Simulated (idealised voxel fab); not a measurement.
Documented hereafter: the process module known as voxel wiring stack.
FYI the section here is cut, 160 nm wide, cells are 5 nm squares.
The cross-sections in this document take the form of a grid made of square cells. They are written out as bands, in order from top to bottom. Each band consists of one or more rows of cells. First you get the band's top height and its bottom height, in nm, and then the materials it's made of, left to right, with each width in nm. If you see a single material with "everywhere", that one covers the band edge to edge. "air" is empty space. Heads up on the height convention: 0 is the point under which the incoming wafer is all one material, and the lowest band has no bottom, it just keeps going down, like "0..down". Think of "30->40" as a width that walks from the first number to the second as you go down the band, top row to bottom row, taking equal-sized steps from row to row. It should be understood that the words "nothing changed", when stated for a given step, signify that the cross-section underwent no change in any of its cells during that step. Heads up: "Enclosed void listing" only lists the empty pockets with no open path to the top that are 8 cells or more, and it writes them as width x height at distance, distance from the left edge, in nm. Step line, after settings: the simulator's comment on this step. You can add "overlay nm" to a step's line. For a step with a mask, it describes how far the mask lay to the right of its planned position, and a negative number describes a lay to the left.

# Planned process steps
1,RECEIVE (material Si)
2,CONFORMAL_DEP (material SiO2; thk nm 10)
3,DIRECTIONAL_DEP (material TiN; thk nm 5)
4,DIRECTIONAL_DEP (material W; thk nm 15)
5,PATTERN (tone cover; mask id METAL_1; material resist; width nm 20; pitch nm 35; thk nm 15; overlay nm 0)
6,DIRECTIONAL_ETCH (etch materials W; depth nm 15)
7,DIRECTIONAL_ETCH (etch materials TiN; depth nm 5)
8,STRIP (etch materials resist)
9,CONFORMAL_DEP (material SiCN; thk nm 5)
10,FILL_DEP (material lowk; thk nm 5)
11,CMP (height nm 30)
12,CONFORMAL_DEP (material SiCN; thk nm 5)
13,DIRECTIONAL_DEP (material lowk; thk nm 35)
14,DIRECTIONAL_DEP (material aC; thk nm 10)
15,PATTERN (tone open; mask id METAL_2; material resist; width nm 20; pitch nm 35; thk nm 30; overlay nm 0)
16,DIRECTIONAL_ETCH (etch materials aC; depth nm 10)
17,STRIP (etch materials resist)
18,DIRECTIONAL_ETCH (etch materials lowk; depth nm 20)
19,STRIP (etch materials aC)
20,DIRECTIONAL_DEP (material aC; thk nm 10)
21,PATTERN (tone open; mask id METAL_2_HOLES; material resist; width nm 15; thk nm 30; overlay nm 0)
22,DIRECTIONAL_ETCH (etch materials aC; depth nm 10)
23,STRIP (etch materials resist)
24,DIRECTIONAL_ETCH (etch materials lowk; depth nm 15)
25,DIRECTIONAL_ETCH (etch materials SiCN; depth nm 5)
26,STRIP (etch materials aC)
27,CONFORMAL_DEP (material TiN; thk nm 5)
28,FILL_DEP (material Cu; thk nm 10)
29,CMP (height nm 70)
30,CONFORMAL_DEP (material SiCN; thk nm 5)
31,DIRECTIONAL_DEP (material SiO2; thk nm 25)
32,DIRECTIONAL_DEP (material aC; thk nm 10)
33,PATTERN (tone open; mask id METAL_3_HOLES; material resist; width nm 15; pitch nm 35; thk nm 30; overlay nm 0)
34,DIRECTIONAL_ETCH (etch materials aC; depth nm 10)
35,STRIP (etch materials resist)
36,DIRECTIONAL_ETCH (etch materials SiO2; depth nm 25)
37,STRIP (etch materials aC)
38,PATTERN (tone open; mask id METAL_3; material resist; width nm 20; pitch nm 35; thk nm 15; overlay nm 0)
39,DIRECTIONAL_ETCH (etch materials SiO2; depth nm 15)
40,DIRECTIONAL_ETCH (etch materials SiCN; depth nm 5)
41,STRIP (etch materials resist)
42,CONFORMAL_DEP (material TiN; thk nm 5)
43,FILL_DEP (material Ru; thk nm 5)
44,CMP (height nm 100)
45,CONFORMAL_DEP (material SiCN; thk nm 5)

# First of two wafers: run as planned

# Shown in cross-section is the wafer as received, that is, as it stands after step 1
- 0..down = Si everywhere
- Enclosed void listing: none

# The wafer in cross-section once step 2 is complete
- 10..0 = SiO2 everywhere
- No changes below 0.

# The wafer in cross-section once step 3 is complete
- 15..10 = TiN everywhere
- No changes below 10.

# The wafer in cross-section once step 4 is complete
- 30..15 = W everywhere
- No changes below 15.

# The wafer in cross-section once step 5 is complete
- 45..30 = 50 of air, then 20 of resist, then 15 of air, then 20 of resist, then 55 of air
- No changes below 30.

# The wafer in cross-section once step 6 is complete
- 45..30 = 50 of air, then 20 of resist, then 15 of air, then 20 of resist, then 55 of air
- 30..15 = 50 of air, then 20 of W, then 15 of air, then 20 of W, then 55 of air
- No changes below 15.

# The wafer in cross-section once step 7 is complete
- 45..30 = 50 of air, then 20 of resist, then 15 of air, then 20 of resist, then 55 of air
- 30..15 = 50 of air, then 20 of W, then 15 of air, then 20 of W, then 55 of air
- 15..10 = 50 of air, then 20 of TiN, then 15 of air, then 20 of TiN, then 55 of air
- No changes below 10.

# The wafer in cross-section once step 8 is complete
- 30..15 = 50 of air, then 20 of W, then 15 of air, then 20 of W, then 55 of air
- No changes below 15.

# The wafer in cross-section once step 9 is complete
- 35..30 = 45 of air, then 30 of SiCN, then 5 of air, then 30 of SiCN, then 50 of air
- 30..15 = 45 of air, then 5 of SiCN, then 20 of W, then 5 of SiCN, then 5 of air, then 5 of SiCN, then 20 of W, then 5 of SiCN, then 50 of air
- 15..10 = 50 of SiCN, then 20 of TiN, then 15 of SiCN, then 20 of TiN, then 55 of SiCN
- No changes below 10.

# The wafer in cross-section once step 10 is complete
- 40..35 = lowk everywhere
- 35..30 = 45 of lowk, then 30 of SiCN, then 5 of lowk, then 30 of SiCN, then 50 of lowk
- 30..15 = 45 of lowk, then 5 of SiCN, then 20 of W, then 5 of SiCN, then 5 of lowk, then 5 of SiCN, then 20 of W, then 5 of SiCN, then 50 of lowk
- No changes below 15.

# The wafer in cross-section once step 11 is complete
- 30..15 = 45 of lowk, then 5 of SiCN, then 20 of W, then 5 of SiCN, then 5 of lowk, then 5 of SiCN, then 20 of W, then 5 of SiCN, then 50 of lowk
- No changes below 15.

# The wafer in cross-section once step 12 is complete
- 35..30 = SiCN everywhere
- No changes below 30.

# The wafer in cross-section once step 13 is complete
- 70..35 = lowk everywhere
- No changes below 35.

# The wafer in cross-section once step 14 is complete
- 80..70 = aC everywhere
- No changes below 70.

# The wafer in cross-section once step 15 is complete
- 110..80 = 50 of resist, then 20 of air, then 15 of resist, then 20 of air, then 55 of resist
- No changes below 80.

# The wafer in cross-section once step 16 is complete
- 100..80 = 50 of resist, then 20 of air, then 15 of resist, then 20 of air, then 55 of resist
- 80..70 = 50 of aC, then 20 of air, then 15 of aC, then 20 of air, then 55 of aC
- No changes below 70.

# The wafer in cross-section once step 17 is complete
- 80..70 = 50 of aC, then 20 of air, then 15 of aC, then 20 of air, then 55 of aC
- No changes below 70.

# The wafer in cross-section once step 18 is complete
- 80..70 = 50 of aC, then 20 of air, then 15 of aC, then 20 of air, then 55 of aC
- 70..50 = 50 of lowk, then 20 of air, then 15 of lowk, then 20 of air, then 55 of lowk
- No changes below 50.

# The wafer in cross-section once step 19 is complete
- 70..50 = 50 of lowk, then 20 of air, then 15 of lowk, then 20 of air, then 55 of lowk
- No changes below 50.

# The wafer in cross-section once step 20 is complete
- 80..70 = 50 of aC, then 20 of air, then 15 of aC, then 20 of air, then 55 of aC
- 70..60 = 50 of lowk, then 20 of air, then 15 of lowk, then 20 of air, then 55 of lowk
- 60..50 = 50 of lowk, then 20 of aC, then 15 of lowk, then 20 of aC, then 55 of lowk
- No changes below 50.

# The wafer in cross-section once step 21 is complete
- 110..80 = 50 of resist, then 15 of air, then 95 of resist
- 80..70 = 50 of aC, then 15 of air, then 5 of resist, then 15 of aC, then 20 of resist, then 55 of aC
- 70..60 = 50 of lowk, then 15 of air, then 5 of resist, then 15 of lowk, then 20 of resist, then 55 of lowk
- No changes below 60.

# The wafer in cross-section once step 22 is complete
- 100..80 = 50 of resist, then 15 of air, then 95 of resist
- 80..70 = 50 of aC, then 15 of air, then 5 of resist, then 15 of aC, then 20 of resist, then 55 of aC
- 70..60 = 50 of lowk, then 15 of air, then 5 of resist, then 15 of lowk, then 20 of resist, then 55 of lowk
- 60..50 = 50 of lowk, then 15 of air, then 5 of aC, then 15 of lowk, then 20 of aC, then 55 of lowk
- No changes below 50.

# The wafer in cross-section once step 23 is complete
- 80..70 = 50 of aC, then 20 of air, then 15 of aC, then 20 of air, then 55 of aC
- 70..60 = 50 of lowk, then 20 of air, then 15 of lowk, then 20 of air, then 55 of lowk
- No changes below 60.

# The wafer in cross-section once step 24 is complete
- 80..70 = 50 of aC, then 20 of air, then 15 of aC, then 20 of air, then 55 of aC
- 70..60 = 50 of lowk, then 20 of air, then 15 of lowk, then 20 of air, then 55 of lowk
- 60..50 = 50 of lowk, then 15 of air, then 5 of aC, then 15 of lowk, then 20 of aC, then 55 of lowk
- 50..35 = 50 of lowk, then 15 of air, then 95 of lowk
- No changes below 35.

# The wafer in cross-section once step 25 is complete
- 80..70 = 50 of aC, then 20 of air, then 15 of aC, then 20 of air, then 55 of aC
- 70..60 = 50 of lowk, then 20 of air, then 15 of lowk, then 20 of air, then 55 of lowk
- 60..50 = 50 of lowk, then 15 of air, then 5 of aC, then 15 of lowk, then 20 of aC, then 55 of lowk
- 50..35 = 50 of lowk, then 15 of air, then 95 of lowk
- 35..30 = 50 of SiCN, then 15 of air, then 95 of SiCN
- No changes below 30.

# The wafer in cross-section once step 26 is complete
- 70..50 = 50 of lowk, then 20 of air, then 15 of lowk, then 20 of air, then 55 of lowk
- No changes below 50.

# The wafer in cross-section once step 27 is complete
- 75..70 = 55 of TiN, then 10 of air, then 25 of TiN, then 10 of air, then 60 of TiN
- 70..55 = 50 of lowk, then 5 of TiN, then 10 of air, then 5 of TiN, then 15 of lowk, then 5 of TiN, then 10 of air, then 5 of TiN, then 55 of lowk
- 55..50 = 50 of lowk, then 5 of TiN, then 5 of air, then 10 of TiN, then 15 of lowk, then 20 of TiN, then 55 of lowk
- 50..35 = 50 of lowk, then 5 of TiN, then 5 of air, then 5 of TiN, then 95 of lowk
- 35..30 = 50 of SiCN, then 15 of TiN, then 95 of SiCN
- No changes below 30.

# The wafer in cross-section once step 28 is complete
- 85..75 = Cu everywhere
- 75..70 = 55 of TiN, then 10 of Cu, then 25 of TiN, then 10 of Cu, then 60 of TiN
- 70..55 = 50 of lowk, then 5 of TiN, then 10 of Cu, then 5 of TiN, then 15 of lowk, then 5 of TiN, then 10 of Cu, then 5 of TiN, then 55 of lowk
- 55..50 = 50 of lowk, then 5 of TiN, then 5 of Cu, then 10 of TiN, then 15 of lowk, then 20 of TiN, then 55 of lowk
- 50..35 = 50 of lowk, then 5 of TiN, then 5 of Cu, then 5 of TiN, then 95 of lowk
- No changes below 35.

# The wafer in cross-section once step 29 is complete
- 70..55 = 50 of lowk, then 5 of TiN, then 10 of Cu, then 5 of TiN, then 15 of lowk, then 5 of TiN, then 10 of Cu, then 5 of TiN, then 55 of lowk
- No changes below 55.

# The wafer in cross-section once step 30 is complete
- 75..70 = SiCN everywhere
- No changes below 70.

# The wafer in cross-section once step 31 is complete
- 100..75 = SiO2 everywhere
- No changes below 75.

# The wafer in cross-section once step 32 is complete
- 110..100 = aC everywhere
- No changes below 100.

# The wafer in cross-section once step 33 is complete
- 140..110 = 50 of resist, then 15 of air, then 20 of resist, then 15 of air, then 60 of resist
- No changes below 110.

# The wafer in cross-section once step 34 is complete
- 130..110 = 50 of resist, then 15 of air, then 20 of resist, then 15 of air, then 60 of resist
- 110..100 = 50 of aC, then 15 of air, then 20 of aC, then 15 of air, then 60 of aC
- No changes below 100.

# The wafer in cross-section once step 35 is complete
- 110..100 = 50 of aC, then 15 of air, then 20 of aC, then 15 of air, then 60 of aC
- No changes below 100.

# The wafer in cross-section once step 36 is complete
- 110..100 = 50 of aC, then 15 of air, then 20 of aC, then 15 of air, then 60 of aC
- 100..75 = 50 of SiO2, then 15 of air, then 20 of SiO2, then 15 of air, then 60 of SiO2
- No changes below 75.

# The wafer in cross-section once step 37 is complete
- 100..75 = 50 of SiO2, then 15 of air, then 20 of SiO2, then 15 of air, then 60 of SiO2
- No changes below 75.

# The wafer in cross-section once step 38 is complete
- 115..100 = 50 of resist, then 20 of air, then 15 of resist, then 20 of air, then 55 of resist
- No changes below 100.

# The wafer in cross-section once step 39 is complete
- 115..100 = 50 of resist, then 20 of air, then 15 of resist, then 20 of air, then 55 of resist
- 100..85 = 50 of SiO2, then 20 of air, then 15 of SiO2, then 20 of air, then 55 of SiO2
- No changes below 85.

# The wafer in cross-section once step 40 is complete
- 115..100 = 50 of resist, then 20 of air, then 15 of resist, then 20 of air, then 55 of resist
- 100..85 = 50 of SiO2, then 20 of air, then 15 of SiO2, then 20 of air, then 55 of SiO2
- 85..75 = 50 of SiO2, then 15 of air, then 20 of SiO2, then 15 of air, then 60 of SiO2
- 75..70 = 50 of SiCN, then 15 of air, then 20 of SiCN, then 15 of air, then 60 of SiCN
- No changes below 70.

# The wafer in cross-section once step 41 is complete
- 100..85 = 50 of SiO2, then 20 of air, then 15 of SiO2, then 20 of air, then 55 of SiO2
- No changes below 85.

# The wafer in cross-section once step 42 is complete
- 105..100 = 55 of TiN, then 10 of air, then 25 of TiN, then 10 of air, then 60 of TiN
- 100..90 = 50 of SiO2, then 5 of TiN, then 10 of air, then 5 of TiN, then 15 of SiO2, then 5 of TiN, then 10 of air, then 5 of TiN, then 55 of SiO2
- 90..85 = 50 of SiO2, then 5 of TiN, then 5 of air, then 10 of TiN, then 15 of SiO2, then 5 of TiN, then 5 of air, then 10 of TiN, then 55 of SiO2
- 85..75 = 50 of SiO2, then 5 of TiN, then 5 of air, then 5 of TiN, then 20 of SiO2, then 5 of TiN, then 5 of air, then 5 of TiN, then 60 of SiO2
- 75..70 = 50 of SiCN, then 15 of TiN, then 20 of SiCN, then 15 of TiN, then 60 of SiCN
- No changes below 70.

# The wafer in cross-section once step 43 is complete
- 110..105 = Ru everywhere
- 105..100 = 55 of TiN, then 10 of Ru, then 25 of TiN, then 10 of Ru, then 60 of TiN
- 100..90 = 50 of SiO2, then 5 of TiN, then 10 of Ru, then 5 of TiN, then 15 of SiO2, then 5 of TiN, then 10 of Ru, then 5 of TiN, then 55 of SiO2
- 90..85 = 50 of SiO2, then 5 of TiN, then 5 of Ru, then 10 of TiN, then 15 of SiO2, then 5 of TiN, then 5 of Ru, then 10 of TiN, then 55 of SiO2
- 85..75 = 50 of SiO2, then 5 of TiN, then 5 of Ru, then 5 of TiN, then 20 of SiO2, then 5 of TiN, then 5 of Ru, then 5 of TiN, then 60 of SiO2
- No changes below 75.

# The wafer in cross-section once step 44 is complete
- 100..90 = 50 of SiO2, then 5 of TiN, then 10 of Ru, then 5 of TiN, then 15 of SiO2, then 5 of TiN, then 10 of Ru, then 5 of TiN, then 55 of SiO2
- No changes below 90.

# The wafer in cross-section once step 45 is complete
- 105..100 = SiCN everywhere
- No changes below 100.

# Second wafer: same start and same plan as the first, one execution error; identical to the first through step 42

# Cross-section of the second wafer corresponding to the planned conclusion of step 43
- 110..105 = lowk everywhere
- 105..100 = 55 of TiN, then 10 of lowk, then 25 of TiN, then 10 of lowk, then 60 of TiN
- 100..90 = 50 of SiO2, then 5 of TiN, then 10 of lowk, then 5 of TiN, then 15 of SiO2, then 5 of TiN, then 10 of lowk, then 5 of TiN, then 55 of SiO2
- 90..85 = 50 of SiO2, then 5 of TiN, then 5 of lowk, then 10 of TiN, then 15 of SiO2, then 5 of TiN, then 5 of lowk, then 10 of TiN, then 55 of SiO2
- 85..75 = 50 of SiO2, then 5 of TiN, then 5 of lowk, then 5 of TiN, then 20 of SiO2, then 5 of TiN, then 5 of lowk, then 5 of TiN, then 60 of SiO2
- No changes below 75.

# Cross-section of the second wafer corresponding to the planned conclusion of step 44
- 100..90 = 50 of SiO2, then 5 of TiN, then 10 of lowk, then 5 of TiN, then 15 of SiO2, then 5 of TiN, then 10 of lowk, then 5 of TiN, then 55 of SiO2
- No changes below 90.

# Cross-section of the second wafer corresponding to the planned conclusion of step 45
- 105..100 = SiCN everywhere
- No changes below 100.
What went wrong in running the wafer? rather than as planned, step 43 actually ran as FILL_DEP (material lowk; thk nm 5)
The second wafer ends with more or fewer cells of some materials than the first, per final count: 14 fewer of Ru | 14 more of lowk
